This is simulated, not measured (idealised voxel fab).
Process module in this document: voxel wiring stack
FYI the section here is cut, 230 nm wide, cells are 5 nm squares.
A cross-section is a grid of square cells, given in bands from the top down. A band is one or more rows of cells.
First you get the band's top height and its bottom height, in nm, and then the materials it's made of, left to right, with each width in nm. If you see a single material with "throughout", that one covers the band edge to edge. "empty" is empty space.
Height datum 0, below which the as-received substrate wafer is one material. Lowest band open at the bottom, running downward: "0 and below".
Graded width ("30->40"): value in top row of band = first number; value in bottom row = second number; row-to-row change constant.
When a step is marked "no change", none of the cells in the cross-section changed during that step.
Basically, "Unvented cavities" tells you about the enclosed voids: empty spaces with no open way to the top, 8 cells or bigger, each written width x height at distance, where distance is from the left edge, all in nm.
Read whatever lies past the settings on a step's line as the simulator's own remark about the step.
If you see "overlay nm" on a step's line and that step has a mask, it's telling you how far right of where it was planned the mask ended up; a negative number means it went left instead.
Planned process steps:
1: RECEIVE (material Si)
2: CONFORMAL_DEP (material SiO2; thk nm 10)
3: DIRECTIONAL_DEP (material TiN; thk nm 5)
4: DIRECTIONAL_DEP (material W; thk nm 20)
5: PATTERN (tone cover; mask id METAL_1; material resist; width nm 25; pitch nm 40; thk nm 20; overlay nm 0)
6: DIRECTIONAL_ETCH (etch materials W; depth nm 20)
7: DIRECTIONAL_ETCH (etch materials TiN; depth nm 5)
8: STRIP (etch materials resist)
9: CONFORMAL_DEP (material SiN; thk nm 5)
10: FILL_DEP (material SiO2; thk nm 10)
11: CMP (height nm 35)
12: CONFORMAL_DEP (material SiCN; thk nm 5)
13: DIRECTIONAL_DEP (material lowk; thk nm 15)
14: MASKED_ETCH (tone open; mask id PLUG_1; width nm 15; pitch nm 80; etch materials lowk; depth nm 15; overlay nm 0)
15: MASKED_ETCH (tone open; mask id PLUG_1; width nm 15; pitch nm 80; etch materials SiCN; depth nm 5; overlay nm 0)
16: EPI (material Ru; thk nm 10)
17: EPI (material Ru; thk nm 10)
18: DIRECTIONAL_DEP (material TiN; thk nm 5)
19: DIRECTIONAL_DEP (material Ru; thk nm 15)
20: DIRECTIONAL_DEP (material aC; thk nm 10)
21: PATTERN (tone cover; mask id METAL_2; material resist; width nm 25; pitch nm 40; thk nm 30; overlay nm 0)
22: DIRECTIONAL_ETCH (etch materials aC; depth nm 10)
23: STRIP (etch materials resist)
24: DIRECTIONAL_ETCH (etch materials Ru; depth nm 15)
25: DIRECTIONAL_ETCH (etch materials TiN; depth nm 5)
26: STRIP (etch materials aC)
27: CONFORMAL_DEP (material SiCN; thk nm 5)
28: FILL_DEP (material lowk; thk nm 5)
29: CMP (height nm 75)
30: CONFORMAL_DEP (material SiCN; thk nm 5)
31: DIRECTIONAL_DEP (material SiO2; thk nm 35)
32: MASKED_ETCH (tone open; mask id METAL_3_HOLES; width nm 15; pitch nm 40; etch materials SiO2; depth nm 35; overlay nm 0)
33: DIRECTIONAL_DEP (material aC; thk nm 15)
34: PATTERN (tone open; mask id METAL_3; material resist; width nm 25; pitch nm 40; thk nm 30; overlay nm 0)
35: DIRECTIONAL_ETCH (etch materials aC; depth nm 15)
36: STRIP (etch materials resist)
37: DIRECTIONAL_ETCH (etch materials SiO2; depth nm 20)
38: DIRECTIONAL_ETCH (etch materials SiCN; depth nm 5)
39: STRIP (etch materials aC)
40: CONFORMAL_DEP (material TiN; thk nm 5)
41: FILL_DEP (material Cu; thk nm 10)
42: CMP (height nm 115)
43: CONFORMAL_DEP (material SiCN; thk nm 5)
44: DIRECTIONAL_DEP (material lowk; thk nm 25)
45: DIRECTIONAL_DEP (material aC; thk nm 15)
46: PATTERN (tone open; mask id METAL_4_HOLES; material resist; width nm 15; pitch nm 40; thk nm 35; overlay nm 0)
47: DIRECTIONAL_ETCH (etch materials aC; depth nm 15)
48: STRIP (etch materials resist)
49: DIRECTIONAL_ETCH (etch materials lowk; depth nm 25)
50: STRIP (etch materials aC)
51: MASKED_ETCH (tone open; mask id METAL_4; width nm 15; pitch nm 40; etch materials lowk; depth nm 15; overlay nm 0)
52: MASKED_ETCH (tone open; mask id METAL_4; width nm 25; pitch nm 40; etch materials SiCN; depth nm 5; overlay nm 0)
53: CONFORMAL_DEP (material TiN; thk nm 5)
54: FILL_DEP (material Ru; thk nm 10)
55: CMP (height nm 145)
56: CONFORMAL_DEP (material SiCN; thk nm 5)
Be aware that, although all wafers share a common starting state, the width nm at step 51 differs among them, and the plan displays the first wafer's value.
As-received state after step 1, first of several wafers, cross-section:
	0 and below  Si throughout
	Unvented cavities: none
Below: a row per wafer. Contents at end of module: for every material, cells gained since receipt (+) or lost since receipt (-); then closed voids:
width nm 15; +39 Cu; +90 Ru; +209 SiCN; +55 SiN; +427 SiO2; +129 TiN; +60 W; +371 lowk; Unvented cavities: none
width nm 20; +39 Cu; +96 Ru; +209 SiCN; +55 SiN; +427 SiO2; +132 TiN; +60 W; +362 lowk; Unvented cavities: none
width nm 25; +39 Cu; +96 Ru; +209 SiCN; +55 SiN; +427 SiO2; +132 TiN; +60 W; +362 lowk; Unvented cavities: none
